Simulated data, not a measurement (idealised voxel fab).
Process module heading - voxel tone inversion
Section cut is 255 nm wide and gridded with 5 nm square cells.
We lay out every cross-section as a grid of square cells and spell it out in bands from the top down, where one band means one or more rows of cells.
A band entry consists of two parts. The first gives the height of the band's top and the height of its bottom, in nm. The rest lists the band's materials from left to right, each with its width in nm. A single material labelled with the word "full width" fills the band from edge to edge, and the word "empty" marks empty space.
Where do heights start? At 0: under that level the wafer as delivered is made of one material only. And the lowest band has no floor; it just carries on downward, as in "0..down".
Width "30..40": first value at the band's top row of cells, second value at its bottom row, equal change from row to row.
"no change" -> step changed no cross-section cell.
"Unvented internal voids" means: voids of 8 cells or more that are shut off from the top with no open way through. Written width x height at distance, distance from the left edge, in nm.
That trailing text on a step's line, after the settings, is the simulator's own remark on the step.
The optional step-line setting "overlay nm" applies to steps with a mask and quantifies how far to the right of its planned location the mask lay, a negative value indicating leftward placement.
Below is the list of planned process steps
1,op RECEIVE | material Si
2,op CONFORMAL_DEP | material SiCN | thk nm 5
3,op DIRECTIONAL_DEP | material polySi | thk nm 15
4,op PATTERN | tone cover | mask id POSTS | material resist | width nm 25 | pitch nm 45 | thk nm 20 | overlay nm 0
5,op DIRECTIONAL_ETCH | etch materials polySi | depth nm 15
6,op STRIP | etch materials resist
7,op FILL_DEP | material lowk | thk nm 5
8,op CMP | height nm 20
9,op STRIP | etch materials polySi
10,op CONFORMAL_DEP | material TiN | thk nm 5
11,op FILL_DEP | material Ru | thk nm 10
12,op CMP | height nm 20
13,op CONFORMAL_DEP | material SiCN | thk nm 5
Cross-section of the incoming wafer, state after step 1
* 0..down  Si full width
* Unvented internal voids: none
First wafer at the end, as planned
* 25..20  SiCN full width
* 20..10  90 lowk | 5 TiN | 15 Ru | 5 TiN | 20 lowk | 5 TiN | 15 Ru | 5 TiN | 95 lowk
* 10..5  90 lowk | 25 TiN | 20 lowk | 25 TiN | 95 lowk
* 5..0  SiCN full width
* 0..down  Si full width
* Unvented internal voids: none
Here is the second of the two wafers cut open at the end of the module - same start, same plan as the first one, but we made one mistake running it
* 25..20  SiCN full width
* 20..15  lowk full width
* 15..0  90 lowk | 25 polySi | 20 lowk | 25 polySi | 95 lowk
* 0..down  Si full width
* Unvented internal voids: none
Short version of what went wrong: with respect to the plan, step 2 was omitted and not executed
Heads up, by the end the second wafer has more or fewer cells of some materials compared to the first: Ru -12; SiCN -51; TiN -18; lowk +51; polySi +30
